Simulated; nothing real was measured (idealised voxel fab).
Title: Process Module voxel wiring stack
Square cells of 5 nm make up the cross-section cut, whose width is 255 nm.
Square cells in a grid make up a cross-section in this document, and the grid is given as bands, listed from the top down, each one or more rows of cells. Heights first: top, then bottom, in nm. Then materials, left to right, each with a width in nm. "full width" on a single material: fills the band edge to edge. "air": empty space. Beneath 0, the wafer as received is one material, and that level is where height counting begins. The lowest band goes on downward without a bottom; it is written like "from 0 down". When a width is written as two numbers, as in "30->40", the first number is the width in the top row of cells of the band and the second is the width in its bottom row, and the width changes by the same amount from each row to the next. The designation "changes: none", where it is given for a processing step, indicates that no cell of the cross-section was altered in the course of that step. Closed-off voids of 8+ cells (no open route to the top) go in "Sealed void list", written width x height at distance from the left edge, in nm. Post-settings text on a step line: simulator's own remark regarding the step. A step line may carry the setting "overlay nm", which, for steps involving a mask, states the distance by which the mask lay to the right of its intended position; negative values denote displacement to the left. Pairs ahead. Before: cross-section ahead of one process step. After: cross-section once the step is done, shown to the lowest changed band only. Under each pair: that step, with settings. Caution: pairs may come from different runs of this module on the same starting wafer; a pair follows the pair above only where its "Prior to processing" entry says so.
Prior to processing:
    from 0 down: Si full width
    Sealed void list: none
Post-Process Section:
    from 10 to 0: SiO2 full width
    Below 0, no change.
    Sealed void list: none
The structure goes from the before cross-section above to the after cross-section through CONFORMAL_DEP,material SiO2,thk nm 10
Prior to processing: nothing new to draw here, it's the after view of the pair just above.
Post-Process Section:
    from 15 to 10: SiCN full width
    Below 10, no change.
    Sealed void list: none
The structure goes from the before cross-section above to the after cross-section through CONFORMAL_DEP,material SiCN,thk nm 5
Prior to processing: nothing new to draw here, it's the after view of the pair just above.
Post-Process Section:
    from 30 to 15: SiO2 full width
    Below 15, no change.
    Sealed void list: none
The structure goes from the before cross-section above to the after cross-section through DIRECTIONAL_DEP,material SiO2,thk nm 15
Prior to processing: nothing new to draw here, it's the after view of the pair just above.
Post-Process Section:
    from 30 to 15: 40 nm SiO2; 20 nm air; 30 nm SiO2; 20 nm air; 30 nm SiO2; 20 nm air; 30 nm SiO2; 20 nm air; 45 nm SiO2
    Below 15, no change.
    Sealed void list: none
The structure goes from the before cross-section above to the after cross-section through MASKED_ETCH,tone open,mask id METAL_1,width nm 20,pitch nm 50,etch materials SiO2,depth nm 15,overlay nm 0
Prior to processing: nothing new to draw here, it's the after view of the pair just above.
Post-Process Section:
    from 30 to 15: 40 nm SiO2; 20 nm air; 30 nm SiO2; 20 nm air; 30 nm SiO2; 20 nm air; 30 nm SiO2; 20 nm air; 45 nm SiO2
    from 15 to 10: 40 nm SiCN; 20 nm air; 30 nm SiCN; 20 nm air; 30 nm SiCN; 20 nm air; 30 nm SiCN; 20 nm air; 45 nm SiCN
    Below 10, no change.
    Sealed void list: none
The structure goes from the before cross-section above to the after cross-section through MASKED_ETCH,tone open,mask id METAL_1,width nm 20,pitch nm 50,etch materials SiCN,depth nm 5,overlay nm 0
Prior to processing: nothing new to draw here, it's the after view of the pair just above.
Post-Process Section:
    from 35 to 30: 45 nm TiN; 10 nm air; 40 nm TiN; 10 nm air; 40 nm TiN; 10 nm air; 40 nm TiN; 10 nm air; 50 nm TiN
    from 30 to 15: 40 nm SiO2; 5 nm TiN; 10 nm air; 5 nm TiN; 30 nm SiO2; 5 nm TiN; 10 nm air; 5 nm TiN; 30 nm SiO2; 5 nm TiN; 10 nm air; 5 nm TiN; 30 nm SiO2; 5 nm TiN; 10 nm air; 5 nm TiN; 45 nm SiO2
    from 15 to 10: 40 nm SiCN; 20 nm TiN; 30 nm SiCN; 20 nm TiN; 30 nm SiCN; 20 nm TiN; 30 nm SiCN; 20 nm TiN; 45 nm SiCN
    Below 10, no change.
    Sealed void list: none
The structure goes from the before cross-section above to the after cross-section through CONFORMAL_DEP,material TiN,thk nm 5
Prior to processing: nothing new to draw here, it's the after view of the pair just above.
Post-Process Section:
    from 45 to 35: Cu full width
    from 35 to 30: 45 nm TiN; 10 nm Cu; 40 nm TiN; 10 nm Cu; 40 nm TiN; 10 nm Cu; 40 nm TiN; 10 nm Cu; 50 nm TiN
    from 30 to 15: 40 nm SiO2; 5 nm TiN; 10 nm Cu; 5 nm TiN; 30 nm SiO2; 5 nm TiN; 10 nm Cu; 5 nm TiN; 30 nm SiO2; 5 nm TiN; 10 nm Cu; 5 nm TiN; 30 nm SiO2; 5 nm TiN; 10 nm Cu; 5 nm TiN; 45 nm SiO2
    Below 15, no change.
    Sealed void list: none
The structure goes from the before cross-section above to the after cross-section through FILL_DEP,material Cu,thk nm 10
Prior to processing: nothing new to draw here, it's the after view of the pair just above.
Post-Process Section:
    from 30 to 15: 40 nm SiO2; 5 nm TiN; 10 nm Cu; 5 nm TiN; 30 nm SiO2; 5 nm TiN; 10 nm Cu; 5 nm TiN; 30 nm SiO2; 5 nm TiN; 10 nm Cu; 5 nm TiN; 30 nm SiO2; 5 nm TiN; 10 nm Cu; 5 nm TiN; 45 nm SiO2
    Below 15, no change.
    Sealed void list: none
The structure goes from the before cross-section above to the after cross-section through CMP,height nm 30
Prior to processing: nothing new to draw here, it's the after view of the pair just above.
Post-Process Section:
    from 35 to 30: SiCN full width
    Below 30, no change.
    Sealed void list: none
The structure goes from the before cross-section above to the after cross-section through CONFORMAL_DEP,material SiCN,thk nm 5
Prior to processing: nothing new to draw here, it's the after view of the pair just above.
Post-Process Section:
    from 50 to 35: SiO2 full width
    Below 35, no change.
    Sealed void list: none
The structure goes from the before cross-section above to the after cross-section through DIRECTIONAL_DEP,material SiO2,thk nm 15
Prior to processing: nothing new to draw here, it's the after view of the pair just above.
Post-Process Section:
    from 50 to 35: 40 nm SiO2; 15 nm air; 85 nm SiO2; 15 nm air; 100 nm SiO2
    Below 35, no change.
    Sealed void list: none
The structure goes from the before cross-section above to the after cross-section through MASKED_ETCH,tone open,mask id PLUG_1,width nm 15,pitch nm 100,etch materials SiO2,depth nm 15,overlay nm 0
Prior to processing: nothing new to draw here, it's the after view of the pair just above.
Post-Process Section:
    from 50 to 35: 40 nm SiO2; 15 nm air; 85 nm SiO2; 15 nm air; 100 nm SiO2
    from 35 to 30: 40 nm SiCN; 15 nm air; 85 nm SiCN; 15 nm air; 100 nm SiCN
    Below 30, no change.
    Sealed void list: none
The structure goes from the before cross-section above to the after cross-section through MASKED_ETCH,tone open,mask id PLUG_1,width nm 15,pitch nm 100,etch materials SiCN,depth nm 5,overlay nm 0
Prior to processing: nothing new to draw here, it's the after view of the pair just above.
Post-Process Section:
    from 50 to 40: 40 nm SiO2; 15 nm air; 85 nm SiO2; 15 nm air; 100 nm SiO2
    from 40 to 35: 40 nm SiO2; 15 nm Ru; 85 nm SiO2; 15 nm Ru; 100 nm SiO2
    from 35 to 30: 40 nm SiCN; 15 nm Ru; 85 nm SiCN; 15 nm Ru; 100 nm SiCN
    Below 30, no change.
    Sealed void list: none
The structure goes from the before cross-section above to the after cross-section through EPI,material Ru,thk nm 10
Prior to processing: nothing new to draw here, it's the after view of the pair just above.
Post-Process Section:
    from 50 to 35: 40 nm SiO2; 15 nm Ru; 85 nm SiO2; 15 nm Ru; 100 nm SiO2
    Below 35, no change.
    Sealed void list: none
The structure goes from the before cross-section above to the after cross-section through EPI,material Ru,thk nm 10
Prior to processing: nothing new to draw here, it's the after view of the pair just above.
Post-Process Section:
    from 55 to 50: TiN full width
    Below 50, no change.
    Sealed void list: none
The structure goes from the before cross-section above to the after cross-section through DIRECTIONAL_DEP,material TiN,thk nm 5
Prior to processing: nothing new to draw here, it's the after view of the pair just above.
Post-Process Section:
    from 75 to 55: Ru full width
    Below 55, no change.
    Sealed void list: none
The structure goes from the before cross-section above to the after cross-section through DIRECTIONAL_DEP,material Ru,thk nm 20
Prior to processing: nothing new to draw here, it's the after view of the pair just above.
Post-Process Section:
    from 75 to 55: 40 nm air; 20 nm Ru; 30 nm air; 20 nm Ru; 30 nm air; 20 nm Ru; 30 nm air; 20 nm Ru; 45 nm air
    Below 55, no change.
    Sealed void list: none
The structure goes from the before cross-section above to the after cross-section through MASKED_ETCH,tone cover,mask id METAL_2,width nm 20,pitch nm 50,etch materials Ru,depth nm 20,overlay nm 0
Prior to processing: nothing new to draw here, it's the after view of the pair just above.
Post-Process Section:
    from 75 to 55: 40 nm air; 20 nm Ru; 30 nm air; 20 nm Ru; 30 nm air; 20 nm Ru; 30 nm air; 20 nm Ru; 45 nm air
    from 55 to 50: 40 nm air; 20 nm TiN; 30 nm air; 20 nm TiN; 30 nm air; 20 nm TiN; 30 nm air; 20 nm TiN; 45 nm air
    Below 50, no change.
    Sealed void list: none
The structure goes from the before cross-section above to the after cross-section through MASKED_ETCH,tone cover,mask id METAL_2,width nm 20,pitch nm 50,etch materials TiN,depth nm 5,overlay nm 0
Prior to processing: nothing new to draw here, it's the after view of the pair just above.
Post-Process Section:
    from 80 to 75: lowk full width
    from 75 to 55: 40 nm lowk; 20 nm Ru; 30 nm lowk; 20 nm Ru; 30 nm lowk; 20 nm Ru; 30 nm lowk; 20 nm Ru; 45 nm lowk
    from 55 to 50: 40 nm lowk; 20 nm TiN; 30 nm lowk; 20 nm TiN; 30 nm lowk; 20 nm TiN; 30 nm lowk; 20 nm TiN; 45 nm lowk
    Below 50, no change.
    Sealed void list: none
The structure goes from the before cross-section above to the after cross-section through FILL_DEP,material lowk,thk nm 5
Prior to processing: nothing new to draw here, it's the after view of the pair just above.
Post-Process Section:
    from 75 to 55: 40 nm lowk; 20 nm Ru; 30 nm lowk; 20 nm Ru; 30 nm lowk; 20 nm Ru; 30 nm lowk; 20 nm Ru; 45 nm lowk
    Below 55, no change.
    Sealed void list: none
The structure goes from the before cross-section above to the after cross-section through CMP,height nm 75
Prior to processing: nothing new to draw here, it's the after view of the pair just above.
Post-Process Section:
    from 80 to 75: SiCN full width
    Below 75, no change.
    Sealed void list: none
The structure goes from the before cross-section above to the after cross-section through CONFORMAL_DEP,material SiCN,thk nm 5
Prior to processing:
    from 15 to 10: SiCN full width
    from 10 to 0: SiO2 full width
    from 0 down: Si full width
    Sealed void list: none
Post-Process Section:
    from 15 to 10: 40 nm SiCN; 20 nm air; 30 nm SiCN; 20 nm air; 30 nm SiCN; 20 nm air; 30 nm SiCN; 20 nm air; 45 nm SiCN
    Below 10, no change.
    Sealed void list: none
The structure goes from the before cross-section above to the after cross-section through MASKED_ETCH,tone open,mask id METAL_1,width nm 20,pitch nm 50,etch materials SiCN,depth nm 5,overlay nm 0
Prior to processing: nothing new to draw here, it's the after view of the pair just above.
Post-Process Section:
    from 20 to 15: 45 nm TiN; 10 nm air; 40 nm TiN; 10 nm air; 40 nm TiN; 10 nm air; 40 nm TiN; 10 nm air; 50 nm TiN
    from 15 to 10: 40 nm SiCN; 20 nm TiN; 30 nm SiCN; 20 nm TiN; 30 nm SiCN; 20 nm TiN; 30 nm SiCN; 20 nm TiN; 45 nm SiCN
    Below 10, no change.
    Sealed void list: none
The structure goes from the before cross-section above to the after cross-section through CONFORMAL_DEP,material TiN,thk nm 5
Prior to processing: nothing new to draw here, it's the after view of the pair just above.
Post-Process Section:
    from 30 to 20: Cu full width
    from 20 to 15: 45 nm TiN; 10 nm Cu; 40 nm TiN; 10 nm Cu; 40 nm TiN; 10 nm Cu; 40 nm TiN; 10 nm Cu; 50 nm TiN
    Below 15, no change.
    Sealed void list: none
The structure goes from the before cross-section above to the after cross-section through FILL_DEP,material Cu,thk nm 10
Prior to processing: nothing new to draw here, it's the after view of the pair just above.
Post-Process Section:
    from 35 to 30: SiCN full width
    Below 30, no change.
    Sealed void list: none
The structure goes from the before cross-section above to the after cross-section through CONFORMAL_DEP,material SiCN,thk nm 5
Prior to processing: nothing new to draw here, it's the after view of the pair just above.
Post-Process Section:
    from 50 to 35: SiO2 full width
    Below 35, no change.
    Sealed void list: none
The structure goes from the before cross-section above to the after cross-section through DIRECTIONAL_DEP,material SiO2,thk nm 15
Prior to processing: nothing new to draw here, it's the after view of the pair just above.
Post-Process Section:
    from 50 to 35: 40 nm SiO2; 15 nm air; 85 nm SiO2; 15 nm air; 100 nm SiO2
    Below 35, no change.
    Sealed void list: none
The structure goes from the before cross-section above to the after cross-section through MASKED_ETCH,tone open,mask id PLUG_1,width nm 15,pitch nm 100,etch materials SiO2,depth nm 15,overlay nm 0
Prior to processing: nothing new to draw here, it's the after view of the pair just above.
Post-Process Section:
    from 50 to 35: 40 nm SiO2; 15 nm air; 85 nm SiO2; 15 nm air; 100 nm SiO2
    from 35 to 30: 40 nm SiCN; 15 nm air; 85 nm SiCN; 15 nm air; 100 nm SiCN
    Below 30, no change.
    Sealed void list: none
The structure goes from the before cross-section above to the after cross-section through MASKED_ETCH,tone open,mask id PLUG_1,width nm 15,pitch nm 100,etch materials SiCN,depth nm 5,overlay nm 0
Prior to processing: nothing new to draw here, it's the after view of the pair just above.
Post-Process Section:
    from 50 to 40: 40 nm SiO2; 15 nm air; 85 nm SiO2; 15 nm air; 100 nm SiO2
    from 40 to 35: 40 nm SiO2; 15 nm Ru; 85 nm SiO2; 15 nm Ru; 100 nm SiO2
    from 35 to 30: 40 nm SiCN; 15 nm Ru; 85 nm SiCN; 15 nm Ru; 100 nm SiCN
    Below 30, no change.
    Sealed void list: none
The structure goes from the before cross-section above to the after cross-section through EPI,material Ru,thk nm 10
Prior to processing: nothing new to draw here, it's the after view of the pair just above.
Post-Process Section:
    from 50 to 35: 40 nm SiO2; 15 nm Ru; 85 nm SiO2; 15 nm Ru; 100 nm SiO2
    Below 35, no change.
    Sealed void list: none
The structure goes from the before cross-section above to the after cross-section through EPI,material Ru,thk nm 10
Prior to processing: nothing new to draw here, it's the after view of the pair just above.
Post-Process Section:
    from 55 to 50: TiN full width
    Below 50, no change.
    Sealed void list: none
The structure goes from the before cross-section above to the after cross-section through DIRECTIONAL_DEP,material TiN,thk nm 5
Prior to processing: nothing new to draw here, it's the after view of the pair just above.
Post-Process Section:
    from 75 to 55: Ru full width
    Below 55, no change.
    Sealed void list: none
The structure goes from the before cross-section above to the after cross-section through DIRECTIONAL_DEP,material Ru,thk nm 20
Prior to processing: nothing new to draw here, it's the after view of the pair just above.
Post-Process Section:
    from 75 to 55: 40 nm air; 20 nm Ru; 30 nm air; 20 nm Ru; 30 nm air; 20 nm Ru; 30 nm air; 20 nm Ru; 45 nm air
    Below 55, no change.
    Sealed void list: none
The structure goes from the before cross-section above to the after cross-section through MASKED_ETCH,tone cover,mask id METAL_2,width nm 20,pitch nm 50,etch materials Ru,depth nm 20,overlay nm 0
Prior to processing: nothing new to draw here, it's the after view of the pair just above.
Post-Process Section:
    from 75 to 55: 40 nm air; 20 nm Ru; 30 nm air; 20 nm Ru; 30 nm air; 20 nm Ru; 30 nm air; 20 nm Ru; 45 nm air
    from 55 to 50: 40 nm air; 20 nm TiN; 30 nm air; 20 nm TiN; 30 nm air; 20 nm TiN; 30 nm air; 20 nm TiN; 45 nm air
    Below 50, no change.
    Sealed void list: none
The structure goes from the before cross-section above to the after cross-section through MASKED_ETCH,tone cover,mask id METAL_2,width nm 20,pitch nm 50,etch materials TiN,depth nm 5,overlay nm 0
Prior to processing: nothing new to draw here, it's the after view of the pair just above.
Post-Process Section:
    from 80 to 75: lowk full width
    from 75 to 55: 40 nm lowk; 20 nm Ru; 30 nm lowk; 20 nm Ru; 30 nm lowk; 20 nm Ru; 30 nm lowk; 20 nm Ru; 45 nm lowk
    from 55 to 50: 40 nm lowk; 20 nm TiN; 30 nm lowk; 20 nm TiN; 30 nm lowk; 20 nm TiN; 30 nm lowk; 20 nm TiN; 45 nm lowk
    Below 50, no change.
    Sealed void list: none
The structure goes from the before cross-section above to the after cross-section through FILL_DEP,material lowk,thk nm 5
Prior to processing: nothing new to draw here, it's the after view of the pair just above.
Post-Process Section:
    from 75 to 55: 40 nm lowk; 20 nm Ru; 30 nm lowk; 20 nm Ru; 30 nm lowk; 20 nm Ru; 30 nm lowk; 20 nm Ru; 45 nm lowk
    Below 55, no change.
    Sealed void list: none
The structure goes from the before cross-section above to the after cross-section through CMP,height nm 75
Prior to processing: nothing new to draw here, it's the after view of the pair just above.
Post-Process Section:
    from 80 to 75: SiCN full width
    Below 75, no change.
    Sealed void list: none
The structure goes from the before cross-section above to the after cross-section through CONFORMAL_DEP,material SiCN,thk nm 5
Prior to processing:
    from 50 to 35: 40 nm SiO2; 15 nm Ru; 85 nm SiO2; 15 nm Ru; 100 nm SiO2
    from 35 to 30: 40 nm SiCN; 15 nm Ru; 85 nm SiCN; 15 nm Ru; 100 nm SiCN
    from 30 to 15: 40 nm SiO2; 5 nm TiN; 10 nm Cu; 5 nm TiN; 30 nm SiO2; 5 nm TiN; 10 nm Cu; 5 nm TiN; 30 nm SiO2; 5 nm TiN; 10 nm Cu; 5 nm TiN; 30 nm SiO2; 5 nm TiN; 10 nm Cu; 5 nm TiN; 45 nm SiO2
    from 15 to 10: 40 nm SiCN; 20 nm TiN; 30 nm SiCN; 20 nm TiN; 30 nm SiCN; 20 nm TiN; 30 nm SiCN; 20 nm TiN; 45 nm SiCN
    from 10 to 0: SiO2 full width
    from 0 down: Si full width
    Sealed void list: none
Post-Process Section:
    from 60 to 50: 30 nm air; 35 nm Ru; 65 nm air; 35 nm Ru; 90 nm air
    Below 50, no change.
    Sealed void list: none
The structure goes from the before cross-section above to the after cross-section through EPI,material Ru,thk nm 10
Prior to processing: nothing new to draw here, it's the after view of the pair just above.
Post-Process Section:
    from 65 to 60: 30 nm air; 35 nm TiN; 65 nm air; 35 nm TiN; 90 nm air
    from 60 to 55: 30 nm air; 35 nm Ru; 65 nm air; 35 nm Ru; 90 nm air
    from 55 to 50: 30 nm TiN; 35 nm Ru; 65 nm TiN; 35 nm Ru; 90 nm TiN
    Below 50, no change.
    Sealed void list: none
The structure goes from the before cross-section above to the after cross-section through DIRECTIONAL_DEP,material TiN,thk nm 5
Prior to processing: nothing new to draw here, it's the after view of the pair just above.
Post-Process Section:
    from 85 to 75: 30 nm air; 35 nm Ru; 65 nm air; 35 nm Ru; 90 nm air
    from 75 to 65: Ru full width
    from 65 to 60: 30 nm Ru; 35 nm TiN; 65 nm Ru; 35 nm TiN; 90 nm Ru
    from 60 to 55: Ru full width
    Below 55, no change.
    Sealed void list: none
The structure goes from the before cross-section above to the after cross-section through DIRECTIONAL_DEP,material Ru,thk nm 20
Prior to processing: nothing new to draw here, it's the after view of the pair just above.
Post-Process Section:
    from 85 to 75: 40 nm air; 20 nm Ru; 80 nm air; 20 nm Ru; 95 nm air
    from 75 to 65: 40 nm air; 20 nm Ru; 30 nm air; 20 nm Ru; 30 nm air; 20 nm Ru; 30 nm air; 20 nm Ru; 45 nm air
    from 65 to 60: 30 nm air; 35 nm TiN; 25 nm air; 20 nm Ru; 20 nm air; 35 nm TiN; 25 nm air; 20 nm Ru; 45 nm air
    from 60 to 55: 30 nm air; 35 nm Ru; 25 nm air; 20 nm Ru; 20 nm air; 35 nm Ru; 25 nm air; 20 nm Ru; 45 nm air
    Below 55, no change.
    Sealed void list: none
The structure goes from the before cross-section above to the after cross-section through MASKED_ETCH,tone cover,mask id METAL_2,width nm 20,pitch nm 50,etch materials Ru,depth nm 20,overlay nm 0
Prior to processing: nothing new to draw here, it's the after view of the pair just above.
Post-Process Section:
    from 85 to 75: 40 nm air; 20 nm Ru; 80 nm air; 20 nm Ru; 95 nm air
    from 75 to 65: 40 nm air; 20 nm Ru; 30 nm air; 20 nm Ru; 30 nm air; 20 nm Ru; 30 nm air; 20 nm Ru; 45 nm air
    from 65 to 60: 40 nm air; 20 nm TiN; 30 nm air; 20 nm Ru; 30 nm air; 20 nm TiN; 30 nm air; 20 nm Ru; 45 nm air
    from 60 to 55: 30 nm air; 35 nm Ru; 25 nm air; 20 nm Ru; 20 nm air; 35 nm Ru; 25 nm air; 20 nm Ru; 45 nm air
    from 55 to 50: 30 nm air; 35 nm Ru; 25 nm air; 20 nm TiN; 20 nm air; 35 nm Ru; 25 nm air; 20 nm TiN; 45 nm air
    Below 50, no change.
    Sealed void list: none
The structure goes from the before cross-section above to the after cross-section through MASKED_ETCH,tone cover,mask id METAL_2,width nm 20,pitch nm 50,etch materials TiN,depth nm 5,overlay nm 0
Prior to processing: nothing new to draw here, it's the after view of the pair just above.
Post-Process Section:
    from 90 to 85: lowk full width
    from 85 to 75: 40 nm lowk; 20 nm Ru; 80 nm lowk; 20 nm Ru; 95 nm lowk
    from 75 to 65: 40 nm lowk; 20 nm Ru; 30 nm lowk; 20 nm Ru; 30 nm lowk; 20 nm Ru; 30 nm lowk; 20 nm Ru; 45 nm lowk
    from 65 to 60: 40 nm lowk; 20 nm TiN; 30 nm lowk; 20 nm Ru; 30 nm lowk; 20 nm TiN; 30 nm lowk; 20 nm Ru; 45 nm lowk
    from 60 to 55: 30 nm lowk; 35 nm Ru; 25 nm lowk; 20 nm Ru; 20 nm lowk; 35 nm Ru; 25 nm lowk; 20 nm Ru; 45 nm lowk
    from 55 to 50: 30 nm lowk; 35 nm Ru; 25 nm lowk; 20 nm TiN; 20 nm lowk; 35 nm Ru; 25 nm lowk; 20 nm TiN; 45 nm lowk
    Below 50, no change.
    Sealed void list: none
The structure goes from the before cross-section above to the after cross-section through FILL_DEP,material lowk,thk nm 5
Prior to processing: nothing new to draw here, it's the after view of the pair just above.
Post-Process Section:
    from 75 to 65: 40 nm lowk; 20 nm Ru; 30 nm lowk; 20 nm Ru; 30 nm lowk; 20 nm Ru; 30 nm lowk; 20 nm Ru; 45 nm lowk
    Below 65, no change.
    Sealed void list: none
The structure goes from the before cross-section above to the after cross-section through CMP,height nm 75
Prior to processing: nothing new to draw here, it's the after view of the pair just above.
Post-Process Section:
    from 80 to 75: SiCN full width
    Below 75, no change.
    Sealed void list: none
The structure goes from the before cross-section above to the after cross-section through CONFORMAL_DEP,material SiCN,thk nm 5
Prior to processing:
    from 50 to 40: 40 nm SiO2; 15 nm air; 85 nm SiO2; 15 nm air; 100 nm SiO2
    from 40 to 35: 40 nm SiO2; 15 nm Ru; 85 nm SiO2; 15 nm Ru; 100 nm SiO2
    from 35 to 30: 40 nm SiCN; 15 nm Ru; 85 nm SiCN; 15 nm Ru; 100 nm SiCN
    from 30 to 15: 40 nm SiO2; 5 nm TiN; 10 nm Cu; 5 nm TiN; 30 nm SiO2; 5 nm TiN; 10 nm Cu; 5 nm TiN; 30 nm SiO2; 5 nm TiN; 10 nm Cu; 5 nm TiN; 30 nm SiO2; 5 nm TiN; 10 nm Cu; 5 nm TiN; 45 nm SiO2
    from 15 to 10: 40 nm SiCN; 20 nm TiN; 30 nm SiCN; 20 nm TiN; 30 nm SiCN; 20 nm TiN; 30 nm SiCN; 20 nm TiN; 45 nm SiCN
    from 10 to 0: SiO2 full width
    from 0 down: Si full width
    Sealed void list: none
Post-Process Section:
    from 55 to 50: 40 nm TiN; 15 nm air; 85 nm TiN; 15 nm air; 100 nm TiN
    from 50 to 45: 40 nm SiO2; 15 nm air; 85 nm SiO2; 15 nm air; 100 nm SiO2
    from 45 to 40: 40 nm SiO2; 15 nm TiN; 85 nm SiO2; 15 nm TiN; 100 nm SiO2
    Below 40, no change.
    Sealed void list: none
The structure goes from the before cross-section above to the after cross-section through DIRECTIONAL_DEP,material TiN,thk nm 5
Prior to processing: nothing new to draw here, it's the after view of the pair just above.
Post-Process Section:
    from 65 to 55: Ru full width
    from 55 to 50: 40 nm TiN; 15 nm Ru; 85 nm TiN; 15 nm Ru; 100 nm TiN
    from 50 to 45: 40 nm SiO2; 15 nm Ru; 85 nm SiO2; 15 nm Ru; 100 nm SiO2
    Below 45, no change.
    Sealed void list: none
The structure goes from the before cross-section above to the after cross-section through EPI,material Ru,thk nm 10
Prior to processing: nothing new to draw here, it's the after view of the pair just above.
Post-Process Section:
    from 85 to 55: Ru full width
    Below 55, no change.
    Sealed void list: none
The structure goes from the before cross-section above to the after cross-section through DIRECTIONAL_DEP,material Ru,thk nm 20
Prior to processing: nothing new to draw here, it's the after view of the pair just above.
Post-Process Section:
    from 85 to 65: 40 nm air; 20 nm Ru; 30 nm air; 20 nm Ru; 30 nm air; 20 nm Ru; 30 nm air; 20 nm Ru; 45 nm air
    Below 65, no change.
    Sealed void list: none
The structure goes from the before cross-section above to the after cross-section through MASKED_ETCH,tone cover,mask id METAL_2,width nm 20,pitch nm 50,etch materials Ru,depth nm 20,overlay nm 0
Prior to processing: nothing new to draw here, it's the after view of the pair just above.
Post-Process Section:
    from 90 to 85: lowk full width
    from 85 to 65: 40 nm lowk; 20 nm Ru; 30 nm lowk; 20 nm Ru; 30 nm lowk; 20 nm Ru; 30 nm lowk; 20 nm Ru; 45 nm lowk
    Below 65, no change.
    Sealed void list: none
The structure goes from the before cross-section above to the after cross-section through FILL_DEP,material lowk,thk nm 5
Prior to processing: nothing new to draw here, it's the after view of the pair just above.
Post-Process Section:
    from 75 to 65: 40 nm lowk; 20 nm Ru; 30 nm lowk; 20 nm Ru; 30 nm lowk; 20 nm Ru; 30 nm lowk; 20 nm Ru; 45 nm lowk
    Below 65, no change.
    Sealed void list: none
The structure goes from the before cross-section above to the after cross-section through CMP,height nm 75
Prior to processing: nothing new to draw here, it's the after view of the pair just above.
Post-Process Section:
    from 80 to 75: SiCN full width
    Below 75, no change.
    Sealed void list: none
The structure goes from the before cross-section above to the after cross-section through CONFORMAL_DEP,material SiCN,thk nm 5
Prior to processing:
    from 35 to 30: SiCN full width
    from 30 to 15: 40 nm SiO2; 5 nm TiN; 10 nm Cu; 5 nm TiN; 30 nm SiO2; 5 nm TiN; 10 nm Cu; 5 nm TiN; 30 nm SiO2; 5 nm TiN; 10 nm Cu; 5 nm TiN; 30 nm SiO2; 5 nm TiN; 10 nm Cu; 5 nm TiN; 45 nm SiO2
    from 15 to 10: 40 nm SiCN; 20 nm TiN; 30 nm SiCN; 20 nm TiN; 30 nm SiCN; 20 nm TiN; 30 nm SiCN; 20 nm TiN; 45 nm SiCN
    from 10 to 0: SiO2 full width
    from 0 down: Si full width
    Sealed void list: none
Post-Process Section:
    from 40 to 35: SiO2 full width
    Below 35, no change.
    Sealed void list: none
The structure goes from the before cross-section above to the after cross-section through DIRECTIONAL_DEP,material SiO2,thk nm 5
Prior to processing: nothing new to draw here, it's the after view of the pair just above.
Post-Process Section:
    from 40 to 35: 40 nm SiO2; 15 nm air; 85 nm SiO2; 15 nm air; 100 nm SiO2
    Below 35, no change.
    Sealed void list: none
The structure goes from the before cross-section above to the after cross-section through MASKED_ETCH,tone open,mask id PLUG_1,width nm 15,pitch nm 100,etch materials SiO2,depth nm 15,overlay nm 0
Prior to processing: nothing new to draw here, it's the after view of the pair just above.
Post-Process Section:
    from 40 to 35: 40 nm SiO2; 15 nm air; 85 nm SiO2; 15 nm air; 100 nm SiO2
    from 35 to 30: 40 nm SiCN; 15 nm air; 85 nm SiCN; 15 nm air; 100 nm SiCN
    Below 30, no change.
    Sealed void list: none
The structure goes from the before cross-section above to the after cross-section through MASKED_ETCH,tone open,mask id PLUG_1,width nm 15,pitch nm 100,etch materials SiCN,depth nm 5,overlay nm 0
Prior to processing: nothing new to draw here, it's the after view of the pair just above.
Post-Process Section:
    from 40 to 35: 40 nm SiO2; 15 nm Ru; 85 nm SiO2; 15 nm Ru; 100 nm SiO2
    from 35 to 30: 40 nm SiCN; 15 nm Ru; 85 nm SiCN; 15 nm Ru; 100 nm SiCN
    Below 30, no change.
    Sealed void list: none
The structure goes from the before cross-section above to the after cross-section through EPI,material Ru,thk nm 10
Prior to processing: nothing new to draw here, it's the after view of the pair just above.
Post-Process Section:
    from 50 to 40: 30 nm air; 35 nm Ru; 65 nm air; 35 nm Ru; 90 nm air
    Below 40, no change.
    Sealed void list: none
The structure goes from the before cross-section above to the after cross-section through EPI,material Ru,thk nm 10
Prior to processing: nothing new to draw here, it's the after view of the pair just above.
Post-Process Section:
    from 55 to 50: 30 nm air; 35 nm TiN; 65 nm air; 35 nm TiN; 90 nm air
    from 50 to 45: 30 nm air; 35 nm Ru; 65 nm air; 35 nm Ru; 90 nm air
    from 45 to 40: 30 nm TiN; 35 nm Ru; 65 nm TiN; 35 nm Ru; 90 nm TiN
    Below 40, no change.
    Sealed void list: none
The structure goes from the before cross-section above to the after cross-section through DIRECTIONAL_DEP,material TiN,thk nm 5
Prior to processing: nothing new to draw here, it's the after view of the pair just above.
Post-Process Section:
    from 75 to 65: 30 nm air; 35 nm Ru; 65 nm air; 35 nm Ru; 90 nm air
    from 65 to 55: Ru full width
    from 55 to 50: 30 nm Ru; 35 nm TiN; 65 nm Ru; 35 nm TiN; 90 nm Ru
    from 50 to 45: Ru full width
    Below 45, no change.
    Sealed void list: none
The structure goes from the before cross-section above to the after cross-section through DIRECTIONAL_DEP,material Ru,thk nm 20
Prior to processing: nothing new to draw here, it's the after view of the pair just above.
Post-Process Section:
    from 75 to 65: 40 nm air; 20 nm Ru; 80 nm air; 20 nm Ru; 95 nm air
    from 65 to 55: 40 nm air; 20 nm Ru; 30 nm air; 20 nm Ru; 30 nm air; 20 nm Ru; 30 nm air; 20 nm Ru; 45 nm air
    from 55 to 50: 30 nm air; 35 nm TiN; 25 nm air; 20 nm Ru; 20 nm air; 35 nm TiN; 25 nm air; 20 nm Ru; 45 nm air
    from 50 to 45: 30 nm air; 35 nm Ru; 25 nm air; 20 nm Ru; 20 nm air; 35 nm Ru; 25 nm air; 20 nm Ru; 45 nm air
    Below 45, no change.
    Sealed void list: none
The structure goes from the before cross-section above to the after cross-section through MASKED_ETCH,tone cover,mask id METAL_2,width nm 20,pitch nm 50,etch materials Ru,depth nm 20,overlay nm 0
